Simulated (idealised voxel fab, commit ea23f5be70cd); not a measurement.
Process module name: voxel self aligned contacts
It is cross-section cut that appears here, measuring 225 nm in width, its square cells being 5 nm in size.
A cross-section is written here as square cells arranged in a grid, and it is given in bands from the top down, each band taking up one or more rows of cells.
In this notation a band is specified by the heights of its top and bottom, in that order and in nm, after which its materials appear from left to right, each paired with its width in nm. The word "edge to edge" attached to a single material means that material fills the band from edge to edge; the word "empty" stands for empty space.
Note: height 0 marks the level under which the wafer is uniformly one material as received. Lowest band unbounded below, written "from 0 down".
Note: "30 to 40" means the width goes from the first number (top row of the band) to the second number (bottom row) in equal steps per row of cells.
Basically "everything unchanged" means that step didn't change any cell in the cross-section.
"Enclosed internal voids": empty spaces of 8 cells or more with no open way to the top, each given as width x height at distance, distance from the left edge, all in nm.
Note: text after step settings on the step line = simulator remark on that step.
overlay nm: right-of-plan distance of the mask on a masked step; negative values mean left-of-plan.
[Set out below are the planned steps of the process]
1. RECEIVE: material Si
2. CONFORMAL_DEP: material SiO2, thk nm 5
3. DIRECTIONAL_DEP: material polySi, thk nm 25
4. DIRECTIONAL_DEP: material SiN, thk nm 20
5. MASKED_ETCH: tone cover, mask id GATE, width nm 30, pitch nm 70, etch materials SiN, depth nm 20, overlay nm 0
6. MASKED_ETCH: tone cover, mask id GATE, width nm 30, pitch nm 70, etch materials polySi, depth nm 25, overlay nm 0
7. CONFORMAL_DEP: material SiN, thk nm 10
8. DIRECTIONAL_ETCH: etch materials SiN, depth nm 10
9. FILL_DEP: material SiO2, thk nm 10
10. CMP: height nm 55
11. PATTERN: tone open, mask id CONTACT, material resist, width nm 50, thk nm 20, overlay nm 0
12. DIRECTIONAL_ETCH: etch materials SiO2, depth nm 55
13. STRIP: etch materials resist
14. CONFORMAL_DEP: material TiN, thk nm 5
15. FILL_DEP: material Ru, thk nm 10
16. CMP: height nm 55
17. CONFORMAL_DEP: material SiCN, thk nm 5
[Cross-sectional view of the wafer in its as-received condition, corresponding to the state after step 1]
    from 0 down = Si edge to edge
    Enclosed internal voids: none
[Wafer cross-section at end of module: start and plan as shown above, one execution error]
    from 60 to 55 = SiCN edge to edge
    from 55 to 50 = 85 of SiO2  20 of TiN  10 of Ru  20 of TiN  90 of SiO2
    from 50 to 30 = 50 of SiO2  50 of SiN  5 of TiN  10 of Ru  5 of TiN  50 of SiN  55 of SiO2
    from 30 to 20 = 50 of SiO2  10 of SiN  30 of polySi  10 of SiN  5 of TiN  10 of Ru  5 of TiN  10 of SiN  30 of polySi  10 of SiN  55 of SiO2
    from 20 to 15 = 50 of SiO2  10 of SiN  30 of polySi  10 of SiN  20 of TiN  10 of SiN  30 of polySi  10 of SiN  55 of SiO2
    from 15 to 5 = 60 of SiN  30 of polySi  40 of SiN  30 of polySi  65 of SiN
    from 5 to 0 = SiO2 edge to edge
    from 0 down = Si edge to edge
    Enclosed internal voids: none
Error vs. plan: step 7 ran in the slot meant for step 8, and vice versa
